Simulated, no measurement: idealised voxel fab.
process module | voxel self aligned contacts
cross-section cut | 170 nm wide | cells 5 nm
A cross-section is a grid of square cells, given in bands from the top down. A band is one or more rows of cells.
Each band's line starts with the height of the band's top and of its bottom, in nm. Then come its materials from left to right, each with its width in nm. One material with "throughout" fills the band from edge to edge. "air" is empty space.
Height 0 is the level under which the wafer as received is all one material. The lowest band goes on downwards, as in "0 down".
A width such as "30 to 40" changes by the same amount from each row of cells to the next, from the band's top row to its bottom row.
"no change" after a step means that no cell of the cross-section changed.
closed voids: empty space of 8 cells or more with no open way to the top, each as width x height at its distance from the left edge, in nm
after a step's settings: what the simulator itself notes on the step
overlay nm, on a step with a mask: how far to the right of its planned place the mask lay; to the left if negative
plan
1 op RECEIVE | material Si
2 op CONFORMAL_DEP | material SiO2 | thk nm 5
3 op DIRECTIONAL_DEP | material polySi | thk nm 30
4 op DIRECTIONAL_DEP | material SiN | thk nm 15
5 op MASKED_ETCH | tone cover | mask id GATE | width nm 25 | pitch nm 50 | etch materials SiN | depth nm 15 | overlay nm 0
6 op MASKED_ETCH | tone cover | mask id GATE | width nm 25 | pitch nm 50 | etch materials polySi | depth nm 30 | overlay nm 0
7 op CONFORMAL_DEP | material SiN | thk nm 5
8 op DIRECTIONAL_ETCH | etch materials SiN | depth nm 5
9 op FILL_DEP | material SiO2 | thk nm 15
10 op CMP | height nm 60
11 op DIRECTIONAL_DEP | material aC | thk nm 10
12 op PATTERN | tone open | mask id CONTACT | material resist | width nm 35 | pitch nm 50 | thk nm 30 | overlay nm 0
13 op DIRECTIONAL_ETCH | etch materials aC | depth nm 10
14 op STRIP | etch materials resist
15 op DIRECTIONAL_ETCH | etch materials SiO2 | depth nm 60
16 op STRIP | etch materials aC
17 op CONFORMAL_DEP | material TiN | thk nm 5
18 op FILL_DEP | material Ru | thk nm 5
19 op CMP | height nm 60
20 op CONFORMAL_DEP | material SiCN | thk nm 5
as received, after step 1
  0 down: Si throughout
  closed voids: none
first wafer at the end, as planned
  65 to 60: SiCN throughout
  60 to 50: SiO2 40 | TiN 5 to 15 | Ru 25 to 5 | TiN 5 to 15 | SiO2 15 | TiN 5 to 15 | Ru 25 to 5 | TiN 5 to 15 | SiO2 45
  50 to 35: SiO2 15 | SiN 35 | TiN 5 | Ru 5 | TiN 5 | SiN 35 | TiN 5 | Ru 5 | TiN 5 | SiN 35 | SiO2 20
  35 to 5: SiO2 15 | SiN 5 | polySi 25 | SiN 5 | TiN 5 | Ru 5 | TiN 5 | SiN 5 | polySi 25 | SiN 5 | TiN 5 | Ru 5 | TiN 5 | SiN 5 | polySi 25 | SiN 5 | SiO2 20
  5 to 0: SiO2 50 | TiN 15 | SiO2 35 | TiN 15 | SiO2 55
  0 down: Si throughout
  closed voids: none
second wafer at the end: like start, like plan, one mistake
  55 to 50: SiCN throughout
  50 to 35: SiO2 15 | SiN 35 | TiN 5 | Ru 5 | TiN 5 | SiN 35 | TiN 5 | Ru 5 | TiN 5 | SiN 35 | SiO2 20
  35 to 5: SiO2 15 | SiN 5 | polySi 25 | SiN 5 | TiN 5 | Ru 5 | TiN 5 | SiN 5 | polySi 25 | SiN 5 | TiN 5 | Ru 5 | TiN 5 | SiN 5 | polySi 25 | SiN 5 | SiO2 20
  5 to 0: SiO2 50 | TiN 15 | SiO2 35 | TiN 15 | SiO2 55
  0 down: Si throughout
  closed voids: none
what went wrong: step 19 ran as: op CMP | height nm 50
at the end the second wafer has, in cells: 12 fewer of Ru | 40 fewer of SiO2 | 16 fewer of TiN
